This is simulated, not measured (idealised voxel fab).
Module name: voxel double patterning (process module)
Each square cell in cross-section cut measures 5 nm, and the section as a whole is 240 nm wide.
Heads up, the way a cross-section reads in here is a grid of square cells, handed over as bands from the top down, with every band being one or more rows of cells.
Heads up on the band format: heights come first, top then bottom, in nm. After that it's the materials left to right, each with its width in nm. A single material flagged "edge to edge" fills the whole band edge to edge, and "empty" means there's empty space there.
Heads up on the height convention: 0 is the point under which the incoming wafer is all one material, and the lowest band has no bottom, it just keeps going down, like "0 -> down".
A width such as "30..40" changes by the same amount from each row of cells to the next, from the band's top row to its bottom row.
Given "nothing altered" for a step, no cell of the cross-section differs between before and after that step.
The entry "Closed void list" lists the empty spaces that cover at least 8 cells and have no open path to the top. Each is written as width x height at distance, where the distance is measured from the left edge and all three values are in nm.
On a step's line, text after the settings is the simulator commenting on that step.
The "overlay nm" setting may appear on a step's line; for a step that uses a mask, it gives how far to the right of its planned position the mask lay, and a negative value indicates the left.

plan
1) RECEIVE | material Si
2) CONFORMAL_DEP | material SiN | thk nm 5
3) DIRECTIONAL_DEP | material SiO2 | thk nm 10
4) DIRECTIONAL_DEP | material SiCN | thk nm 10
5) PATTERN | tone open | mask id FIRST | material resist | width nm 15 | pitch nm 50 | thk nm 15 | overlay nm 0
6) DIRECTIONAL_ETCH | etch materials SiCN | depth nm 10
7) STRIP | etch materials resist
8) MASKED_ETCH | tone open | mask id SECOND | width nm 15 | pitch nm 50 | etch materials SiCN | depth nm 10 | overlay nm 0
9) DIRECTIONAL_ETCH | etch materials SiO2 | depth nm 10
10) STRIP | etch materials SiCN

First of the two wafers, run per plan

Shown in cross-section is the wafer as received, that is, as it stands after step 1
0 -> down = Si edge to edge
Closed void list: none

The wafer in cross-section once step 2 is complete
5 -> 0 = SiN edge to edge
Under the height 0 nothing was changed.

The wafer in cross-section once step 3 is complete
15 -> 5 = SiO2 edge to edge
Under the height 5 nothing was changed.

The wafer in cross-section once step 4 is complete
25 -> 15 = SiCN edge to edge
Under the height 15 nothing was changed.

The wafer in cross-section once step 5 is complete
40 -> 25 = 60 resist  15 empty  35 resist  15 empty  35 resist  15 empty  65 resist
Under the height 25 nothing was changed.

The wafer in cross-section once step 6 is complete
40 -> 25 = 60 resist  15 empty  35 resist  15 empty  35 resist  15 empty  65 resist
25 -> 15 = 60 SiCN  15 empty  35 SiCN  15 empty  35 SiCN  15 empty  65 SiCN
Under the height 15 nothing was changed.

The wafer in cross-section once step 7 is complete
25 -> 15 = 60 SiCN  15 empty  35 SiCN  15 empty  35 SiCN  15 empty  65 SiCN
Under the height 15 nothing was changed.

The wafer in cross-section once step 8 is complete
25 -> 15 = 60 SiCN  15 empty  10 SiCN  15 empty  10 SiCN  15 empty  10 SiCN  15 empty  10 SiCN  15 empty  65 SiCN
Under the height 15 nothing was changed.

The wafer in cross-section once step 9 is complete
25 -> 15 = 60 SiCN  15 empty  10 SiCN  15 empty  10 SiCN  15 empty  10 SiCN  15 empty  10 SiCN  15 empty  65 SiCN
15 -> 5 = 60 SiO2  15 empty  10 SiO2  15 empty  10 SiO2  15 empty  10 SiO2  15 empty  10 SiO2  15 empty  65 SiO2
Under the height 5 nothing was changed.

The wafer in cross-section once step 10 is complete
15 -> 5 = 60 SiO2  15 empty  10 SiO2  15 empty  10 SiO2  15 empty  10 SiO2  15 empty  10 SiO2  15 empty  65 SiO2
Under the height 5 nothing was changed.

The second wafer: identical to the first at the outset and in its planned sequence, differing only in that one mistake was made during processing; up to and including step 7, its path is the first wafer's path

What the second wafer looks like in cross-section when step 8 should have wrapped up
25 -> 15 = 60 SiCN  15 empty  20 SiCN  30 empty  20 SiCN  30 empty  65 SiCN
Under the height 15 nothing was changed.

What the second wafer looks like in cross-section when step 9 should have wrapped up
25 -> 15 = 60 SiCN  15 empty  20 SiCN  30 empty  20 SiCN  30 empty  65 SiCN
15 -> 5 = 60 SiO2  15 empty  20 SiO2  30 empty  20 SiO2  30 empty  65 SiO2
Under the height 5 nothing was changed.

What the second wafer looks like in cross-section when step 10 should have wrapped up
15 -> 5 = 60 SiO2  15 empty  20 SiO2  30 empty  20 SiO2  30 empty  65 SiO2
Under the height 5 nothing was changed.
What was done differently from what was planned? contrary to plan, step 8 was performed as MASKED_ETCH | tone open | mask id SECOND | width nm 15 | pitch nm 50 | etch materials SiCN | depth nm 10 | overlay nm 10
The two final wafers agree on how many cells each material fills and disagree on which cells those are.
